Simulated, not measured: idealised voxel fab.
You're looking at the process module voxel wiring stack.
cross-section cut | 270 nm wide | cells 5 nm
A cross-section is a grid of square cells, given in bands from the top down. A band is one or more rows of cells.
Top, bottom (nm), then materials left to right with widths (nm); lone material tagged "full width" fills the whole band edge to edge; "empty" = empty space.
Heights are expressed relative to 0, this being the level below which the as-received wafer comprises one material exclusively. The lowest band is unbounded in the downward direction and is denoted as in "z 0 and below".
Width spec "30 to 40" -> top row of cells at first value, bottom row at second value, equal per-row change in between.
You'll sometimes find "no modification" written for a step, and that's the way of saying that nowhere in the cross-section did a cell change during that step.
Listed in "Unvented internal voids": every empty space of 8 or more cells without an open way to the top. Form: width x height at distance, the distance being from the left edge, all in nm.
That trailing text on a step's line, after the settings, is the simulator's own remark on the step.
The "overlay nm" setting may appear on a step's line; for a step that uses a mask, it gives how far to the right of its planned position the mask lay, and a negative value indicates the left.

[Below is the list of planned process steps]
step 1: RECEIVE | material Si
step 2: CONFORMAL_DEP | material SiO2 | thk nm 15
step 3: CONFORMAL_DEP | material SiN | thk nm 5
step 4: DIRECTIONAL_DEP | material lowk | thk nm 25
step 5: DIRECTIONAL_DEP | material aC | thk nm 15
step 6: PATTERN | tone open | mask id METAL_1 | material resist | width nm 30 | pitch nm 50 | thk nm 30 | overlay nm 0
step 7: DIRECTIONAL_ETCH | etch materials aC | depth nm 15
step 8: STRIP | etch materials resist
step 9: DIRECTIONAL_ETCH | etch materials lowk | depth nm 25
step 10: DIRECTIONAL_ETCH | etch materials SiN | depth nm 5
step 11: STRIP | etch materials aC
step 12: CONFORMAL_DEP | material TiN | thk nm 5
step 13: FILL_DEP | material Cu | thk nm 10
step 14: CMP | height nm 45
step 15: CONFORMAL_DEP | material SiCN | thk nm 5
step 16: DIRECTIONAL_DEP | material SiO2 | thk nm 15
step 17: DIRECTIONAL_DEP | material aC | thk nm 15
step 18: PATTERN | tone open | mask id PLUG_1 | material resist | width nm 15 | pitch nm 50 | thk nm 30 | overlay nm 0
step 19: DIRECTIONAL_ETCH | etch materials aC | depth nm 15
step 20: STRIP | etch materials resist
step 21: DIRECTIONAL_ETCH | etch materials SiO2 | depth nm 15
step 22: DIRECTIONAL_ETCH | etch materials SiCN | depth nm 5
step 23: STRIP | etch materials aC
step 24: CONFORMAL_DEP | material TiN | thk nm 5
step 25: FILL_DEP | material W | thk nm 5
step 26: CMP | height nm 65
step 27: DIRECTIONAL_DEP | material TiN | thk nm 5
step 28: DIRECTIONAL_DEP | material Ru | thk nm 20
step 29: MASKED_ETCH | tone cover | mask id METAL_2 | width nm 30 | pitch nm 50 | etch materials Ru | depth nm 20 | overlay nm 0
step 30: MASKED_ETCH | tone cover | mask id METAL_2 | width nm 30 | pitch nm 50 | etch materials TiN | depth nm 5 | overlay nm 0
step 31: FILL_DEP | material lowk | thk nm 10
step 32: CMP | height nm 90
step 33: CONFORMAL_DEP | material SiCN | thk nm 5
step 34: DIRECTIONAL_DEP | material SiO2 | thk nm 15
step 35: DIRECTIONAL_DEP | material aC | thk nm 15
step 36: PATTERN | tone open | mask id PLUG_2 | material resist | width nm 15 | thk nm 30 | overlay nm 0
step 37: DIRECTIONAL_ETCH | etch materials aC | depth nm 15
step 38: STRIP | etch materials resist
step 39: DIRECTIONAL_ETCH | etch materials SiO2 | depth nm 15
step 40: DIRECTIONAL_ETCH | etch materials SiCN | depth nm 5
step 41: STRIP | etch materials aC
step 42: CONFORMAL_DEP | material TiN | thk nm 5
step 43: FILL_DEP | material W | thk nm 5
step 44: CMP | height nm 110
step 45: DIRECTIONAL_DEP | material TiN | thk nm 5
step 46: DIRECTIONAL_DEP | material Ru | thk nm 15
step 47: PATTERN | tone cover | mask id METAL_3 | material resist | width nm 30 | pitch nm 50 | thk nm 15 | overlay nm 0
step 48: DIRECTIONAL_ETCH | etch materials Ru | depth nm 15
step 49: DIRECTIONAL_ETCH | etch materials TiN | depth nm 5
step 50: STRIP | etch materials resist
step 51: CONFORMAL_DEP | material SiCN | thk nm 5
step 52: FILL_DEP | material lowk | thk nm 10
step 53: CMP | height nm 130
step 54: CONFORMAL_DEP | material SiCN | thk nm 5

[Cross-section of the wafer at receipt, which is the condition after step 1]
	z 0 and below: Si full width
	Unvented internal voids: none

[first wafer at the end, as planned]
	z 135 to 130: SiCN full width
	z 130 to 115: lowk (90) / SiCN (5) / Ru (30) / SiCN (5) / lowk (10) / SiCN (5) / Ru (30) / SiCN (5) / lowk (90)
	z 115 to 110: SiCN (95) / TiN (30) / SiCN (20) / TiN (30) / SiCN (95)
	z 110 to 95: SiO2 (95) / TiN (5) / W (5) / TiN (5) / SiO2 (160)
	z 95 to 90: SiCN (95) / TiN (15) / SiCN (160)
	z 90 to 70: lowk (95) / Ru (30) / lowk (20) / Ru (30) / lowk (95)
	z 70 to 65: lowk (95) / TiN (30) / lowk (20) / TiN (30) / lowk (95)
	z 65 to 50: SiO2 (95) / TiN (5) / W (5) / TiN (5) / SiO2 (35) / TiN (5) / W (5) / TiN (5) / SiO2 (110)
	z 50 to 45: SiCN (95) / TiN (15) / SiCN (35) / TiN (15) / SiCN (110)
	z 45 to 20: lowk (95) / TiN (5) / Cu (20) / TiN (5) / lowk (20) / TiN (5) / Cu (20) / TiN (5) / lowk (95)
	z 20 to 15: SiN (95) / TiN (30) / SiN (20) / TiN (30) / SiN (95)
	z 15 to 0: SiO2 full width
	z 0 and below: Si full width
	Unvented internal voids: none

[Second wafer through the module, sectioned at the end: same beginning and same plan as the first wafer, with one mistake in carrying it out]
	z 135 to 130: SiCN full width
	z 130 to 115: lowk (90) / SiCN (5) / Ru (30) / SiCN (5) / lowk (10) / SiCN (5) / Ru (30) / SiCN (5) / lowk (90)
	z 115 to 110: SiCN (95) / TiN (30) / SiCN (20) / TiN (30) / SiCN (95)
	z 110 to 95: SiO2 (95) / TiN (5) / W (5) / TiN (5) / SiO2 (160)
	z 95 to 90: SiCN (95) / TiN (15) / SiCN (160)
	z 90 to 70: lowk (90) / Ru (30) / lowk (20) / Ru (30) / lowk (100)
	z 70 to 65: lowk (90) / TiN (35) / lowk (15) / TiN (35) / lowk (95)
	z 65 to 50: SiO2 (95) / TiN (5) / W (5) / TiN (5) / SiO2 (35) / TiN (5) / W (5) / TiN (5) / SiO2 (110)
	z 50 to 45: SiCN (95) / TiN (15) / SiCN (35) / TiN (15) / SiCN (110)
	z 45 to 20: lowk (95) / TiN (5) / Cu (20) / TiN (5) / lowk (20) / TiN (5) / Cu (20) / TiN (5) / lowk (95)
	z 20 to 15: SiN (95) / TiN (30) / SiN (20) / TiN (30) / SiN (95)
	z 15 to 0: SiO2 full width
	z 0 and below: Si full width
	Unvented internal voids: none
Against the plan, the run slipped here: step 29 was not run as planned; what actually ran was MASKED_ETCH | tone cover | mask id METAL_2 | width nm 30 | pitch nm 50 | etch materials Ru | depth nm 20 | overlay nm -5
FYI, end of process, the second wafer has more or fewer cells of some materials than the first: TiN: 2 more; lowk: 2 fewer
